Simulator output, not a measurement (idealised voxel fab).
Process module name: voxel transistor to metal
Square cell edge 5 nm, section width 185 nm, ID cut.
Heads up, the way a cross-section reads in here is a grid of square cells, handed over as bands from the top down, with every band being one or more rows of cells.
A band entry consists of two parts. The first gives the height of the band's top and the height of its bottom, in nm. The rest lists the band's materials from left to right, each with its width in nm. A single material labelled with the word "all across" fills the band from edge to edge, and the word "air" marks empty space.
Height is counted from the level 0, under which the received wafer is composed throughout of one material. The lowest of the bands is not closed at the bottom but continues downward, in the notation "top 0, no bottom".
You'd read "30 to 40" like this: the band's top row of cells is as wide as the first number, its bottom row is as wide as the second, and going down, every row changes width by the same amount as the row before did.
No cell of the cross-section changed in a step that is given as "nothing altered".
"Sealed void listing" specifies each empty space that is not open to the top and that occupies no fewer than 8 cells, using the form width x height at distance, the distance measured from the left edge and all three quantities in nm.
It should be noted that, on the line of a given step, the content following the step's settings is a remark produced by the simulator itself with respect to that step.
Each step line may optionally specify "overlay nm", which for a step with a mask gives the rightward distance between the mask's planned place and where it lay, a negative value indicating the leftward direction.
-- Listed below are the process steps as planned
| 1 | RECEIVE: material Si |
| 2 | CONFORMAL_DEP: material SiO2, thk nm 5 |
| 3 | CONFORMAL_DEP: material SiN, thk nm 10 |
| 4 | DIRECTIONAL_DEP: material aC, thk nm 15 |
| 5 | PATTERN: tone cover, mask id ACTIVE, material resist, width nm 100, thk nm 30, overlay nm 0 |
| 6 | DIRECTIONAL_ETCH: etch materials aC, depth nm 15 |
| 7 | STRIP: etch materials resist |
| 8 | DIRECTIONAL_ETCH: etch materials SiN, depth nm 10 |
| 9 | DIRECTIONAL_ETCH: etch materials SiO2, depth nm 5 |
| 10 | DIRECTIONAL_ETCH: etch materials Si, depth nm 30 |
| 11 | STRIP: etch materials aC |
| 12 | FILL_DEP: material SiO2, thk nm 15 |
| 13 | CMP: height nm 15 |
| 14 | SELECTIVE_ETCH: etch materials SiO2, depth nm 10 |
| 15 | STRIP: etch materials SiN |
| 16 | SELECTIVE_ETCH: etch materials SiO2, depth nm 5 |
| 17 | OXIDIZE: depth nm 5 |
| 18 | DIRECTIONAL_DEP: material polySi, thk nm 25 |
| 19 | DIRECTIONAL_DEP: material SiCN, thk nm 10 |
| 20 | DIRECTIONAL_DEP: material aC, thk nm 15 |
| 21 | PATTERN: tone cover, mask id GATE, material resist, width nm 20, thk nm 35, overlay nm 0 |
| 22 | DIRECTIONAL_ETCH: etch materials aC, depth nm 15 |
| 23 | STRIP: etch materials resist |
| 24 | DIRECTIONAL_ETCH: etch materials SiCN, depth nm 20 |
| 25 | DIRECTIONAL_ETCH: etch materials polySi, depth nm 35 |
| 26 | STRIP: etch materials aC |
| 27 | CONFORMAL_DEP: material SiN, thk nm 10 |
| 28 | DIRECTIONAL_ETCH: etch materials SiN, depth nm 10 |
| 29 | DIRECTIONAL_ETCH: etch materials SiO2, depth nm 5 |
| 30 | DIRECTIONAL_ETCH: etch materials Si, depth nm 10 |
| 31 | EPI: material SiGe, thk nm 15 |
| 32 | FILL_DEP: material SiO2, thk nm 5 |
| 33 | CMP: height nm 35 |
| 34 | DIRECTIONAL_DEP: material SiO2, thk nm 10 |
| 35 | PATTERN: tone open, mask id CONTACT, material resist, width nm 30, pitch nm 60, thk nm 15, overlay nm 0 |
| 36 | DIRECTIONAL_ETCH: etch materials SiO2, depth nm 45 |
| 37 | STRIP: etch materials resist |
| 38 | CONFORMAL_DEP: material TiN, thk nm 5 |
| 39 | FILL_DEP: material W, thk nm 10 |
| 40 | CMP: height nm 45 |
| 41 | CONFORMAL_DEP: material SiN, thk nm 5 |
| 42 | DIRECTIONAL_DEP: material SiO2, thk nm 20 |
| 43 | MASKED_ETCH: tone open, mask id METAL_1, width nm 15, pitch nm 75, etch materials SiO2, depth nm 20, overlay nm 0 |
| 44 | MASKED_ETCH: tone open, mask id METAL_1, width nm 15, pitch nm 75, etch materials SiN, depth nm 5, overlay nm 0 |
| 45 | CONFORMAL_DEP: material TiN, thk nm 5 |
| 46 | FILL_DEP: material Cu, thk nm 10 |
| 47 | CMP: height nm 70 |
| 48 | CONFORMAL_DEP: material SiCN, thk nm 5 |
| 49 | DIRECTIONAL_DEP: material SiO2, thk nm 25 |
| 50 | PATTERN: tone open, mask id METAL_2, material resist, width nm 15, pitch nm 75, thk nm 15, overlay nm 0 |
| 51 | DIRECTIONAL_ETCH: etch materials SiO2, depth nm 15 |
| 52 | STRIP: etch materials resist |
| 53 | DIRECTIONAL_DEP: material aC, thk nm 15 |
| 54 | PATTERN: tone open, mask id METAL_2_HOLES, material resist, width nm 15, pitch nm 75, thk nm 35, overlay nm 0 |
| 55 | DIRECTIONAL_ETCH: etch materials aC, depth nm 15 |
| 56 | STRIP: etch materials resist |
| 57 | DIRECTIONAL_ETCH: etch materials SiO2, depth nm 10 |
| 58 | DIRECTIONAL_ETCH: etch materials SiCN, depth nm 5 |
| 59 | STRIP: etch materials aC |
| 60 | CONFORMAL_DEP: material TiN, thk nm 5 |
| 61 | FILL_DEP: material Cu, thk nm 10 |
| 62 | CMP: height nm 100 |
| 63 | CONFORMAL_DEP: material SiN, thk nm 5 |
-- Step 1 complete: cross-section of the wafer as received
    top 0, no bottom: Si all across
    Sealed void listing: none
-- Final cross-section, module run with one mistake (start and plan as above)
    top 105, bottom 100: SiN all across
    top 100, bottom 75: 45 SiO2; 5 TiN; 5 Cu; 5 TiN; 60 SiO2; 5 TiN; 5 Cu; 5 TiN; 50 SiO2
    top 75, bottom 70: 45 SiCN; 15 TiN; 60 SiCN; 15 TiN; 50 SiCN
    top 70, bottom 50: 45 SiO2; 5 TiN; 5 Cu; 5 TiN; 60 SiO2; 5 TiN; 5 Cu; 5 TiN; 50 SiO2
    top 50, bottom 45: 45 SiN; 15 TiN; 60 SiN; 15 TiN; 50 SiN
    top 45, bottom 35: 45 SiO2; 5 TiN; 20 to 10 W; 5 to 15 TiN; 30 SiO2; 5 to 15 TiN; 20 to 10 W; 5 TiN; 50 SiO2
    top 35, bottom 25: 45 SiO2; 5 TiN; 10 W; 5 TiN; 10 SiN; 30 SiCN; 10 SiN; 5 TiN; 10 W; 5 TiN; 50 SiO2
    top 25, bottom 15: 45 SiO2; 5 TiN; 10 W; 5 TiN; 10 SiN; 30 polySi; 10 SiN; 5 TiN; 10 W; 5 TiN; 50 SiO2
    top 15, bottom 10: 45 SiO2; 20 TiN; 10 SiN; 30 polySi; 10 SiN; 20 TiN; 50 SiO2
    top 10, bottom 0: 45 SiO2; 5 TiN; 15 SiGe; 10 SiN; 30 polySi; 10 SiN; 15 SiGe; 5 TiN; 50 SiO2
    top 0, bottom -5: 35 SiO2; 30 SiGe; 50 SiO2; 30 SiGe; 40 SiO2
    top -5, bottom -15: 40 SiO2; 25 SiGe; 50 Si; 25 SiGe; 45 SiO2
    top -15, bottom -30: 40 SiO2; 100 Si; 45 SiO2
    top -30, no bottom: Si all across
    Sealed void listing: none
Deviation from plan: contrary to plan, step 21 was performed as PATTERN: tone cover, mask id GATE, material resist, width nm 30, thk nm 35, overlay nm 0
